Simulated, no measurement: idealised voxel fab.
The following is a process module called voxel wiring stack.
It is cross-section cut that appears here, measuring 205 nm in width, its square cells being 5 nm in size.
We lay out every cross-section as a grid of square cells and spell it out in bands from the top down, where one band means one or more rows of cells.
For a band, the entry starts with two heights in nm, that of the top and then that of the bottom, and carries on with the band's materials in order from left to right, each alongside its width in nm; the word "everywhere" beside a single material means it fills the band edge to edge, and "air" means empty space.
Heights are measured from 0, the level below which the as-received wafer is all one material; the lowest band has no bottom and continues downward, written as in "0 -> down".
Width: "30->40" (first number = top row, second number = bottom row, same change from row to row of cells).
It should be understood that the words "identical to before", when stated for a given step, signify that the cross-section underwent no change in any of its cells during that step.
For the entry "Tabulated closed voids", the listed items are empty spaces with no open way to the top whose size is 8 cells or more; each item follows the pattern width x height at distance, where distance is from the left edge and all three are in nm.
Read whatever lies past the settings on a step's line as the simulator's own remark about the step.
The "overlay nm" setting may appear on a step's line; for a step that uses a mask, it gives how far to the right of its planned position the mask lay, and a negative value indicates the left.

### This section lists the process steps that were planned
| 1 | RECEIVE [material Si] |
| 2 | CONFORMAL_DEP [material SiO2] [thk nm 10] |
| 3 | DIRECTIONAL_DEP [material TiN] [thk nm 5] |
| 4 | DIRECTIONAL_DEP [material W] [thk nm 20] |
| 5 | DIRECTIONAL_DEP [material aC] [thk nm 15] |
| 6 | PATTERN [tone cover] [mask id METAL_1] [material resist] [width nm 30] [pitch nm 50] [thk nm 35] [overlay nm 0] |
| 7 | DIRECTIONAL_ETCH [etch materials aC] [depth nm 15] |
| 8 | STRIP [etch materials resist] |
| 9 | DIRECTIONAL_ETCH [etch materials W] [depth nm 20] |
| 10 | DIRECTIONAL_ETCH [etch materials TiN] [depth nm 5] |
| 11 | STRIP [etch materials aC] |
| 12 | FILL_DEP [material lowk] [thk nm 5] |
| 13 | CMP [height nm 35] |
| 14 | CONFORMAL_DEP [material SiCN] [thk nm 5] |
| 15 | DIRECTIONAL_DEP [material lowk] [thk nm 25] |
| 16 | MASKED_ETCH [tone open] [mask id METAL_2_HOLES] [width nm 15] [pitch nm 50] [etch materials lowk] [depth nm 25] [overlay nm 0] |
| 17 | MASKED_ETCH [tone open] [mask id METAL_2] [width nm 30] [pitch nm 50] [etch materials lowk] [depth nm 15] [overlay nm 0] |
| 18 | MASKED_ETCH [tone open] [mask id METAL_2] [width nm 30] [pitch nm 50] [etch materials SiCN] [depth nm 5] [overlay nm 0] |
| 19 | CONFORMAL_DEP [material TiN] [thk nm 5] |
| 20 | FILL_DEP [material Cu] [thk nm 5] |
| 21 | CMP [height nm 65] |
| 22 | CONFORMAL_DEP [material SiN] [thk nm 5] |

### Received-state cross-section, reflecting completion of step 1
> 0 -> down = Si everywhere
> Tabulated closed voids: none

### Sectioned view, first of two wafers, at the close of the module, processed as intended in the plan
> 70 -> 65 = SiN everywhere
> 65 -> 55 = 60 nm lowk; 5 nm TiN; 20 nm Cu; 5 nm TiN; 20 nm lowk; 5 nm TiN; 20 nm Cu; 5 nm TiN; 65 nm lowk
> 55 -> 50 = 60 nm lowk; 5 nm TiN; 5 nm Cu; 20 nm TiN; 20 nm lowk; 5 nm TiN; 5 nm Cu; 20 nm TiN; 65 nm lowk
> 50 -> 40 = 60 nm lowk; 5 nm TiN; 5 nm Cu; 5 nm TiN; 35 nm lowk; 5 nm TiN; 5 nm Cu; 5 nm TiN; 80 nm lowk
> 40 -> 35 = 60 nm SiCN; 15 nm TiN; 35 nm SiCN; 15 nm TiN; 80 nm SiCN
> 35 -> 15 = 60 nm lowk; 30 nm W; 20 nm lowk; 30 nm W; 65 nm lowk
> 15 -> 10 = 60 nm lowk; 30 nm TiN; 20 nm lowk; 30 nm TiN; 65 nm lowk
> 10 -> 0 = SiO2 everywhere
> 0 -> down = Si everywhere
> Tabulated closed voids: none

### Wafer two cross-section, module end. Start and plan unchanged from wafer one; one mistake made during the run
> 70 -> 65 = SiN everywhere
> 65 -> 55 = 60 nm lowk; 5 nm TiN; 20 nm Cu; 5 nm TiN; 20 nm lowk; 5 nm TiN; 20 nm Cu; 5 nm TiN; 65 nm lowk
> 55 -> 45 = 60 nm lowk; 5 nm TiN; 5 nm Cu; 20->5 nm TiN; 20->35 nm lowk; 5 nm TiN; 5 nm Cu; 20->5 nm TiN; 65->80 nm lowk
> 45 -> 40 = 60 nm lowk; 15 nm TiN; 35 nm lowk; 15 nm TiN; 80 nm lowk
> 40 -> 35 = aC everywhere
> 35 -> 15 = 60 nm lowk; 30 nm W; 20 nm lowk; 30 nm W; 65 nm lowk
> 15 -> 10 = 60 nm lowk; 30 nm TiN; 20 nm lowk; 30 nm TiN; 65 nm lowk
> 10 -> 0 = SiO2 everywhere
> 0 -> down = Si everywhere
> Tabulated closed voids: none
So what did we get wrong on this run? for step 14, the planned setting was not used; the step was instead run as CONFORMAL_DEP [material aC] [thk nm 5]
In the final state, the cell counts of the second wafer exceed or fall short of those of the first for the following materials: -2 Cu, -35 SiCN, -4 TiN, +41 aC
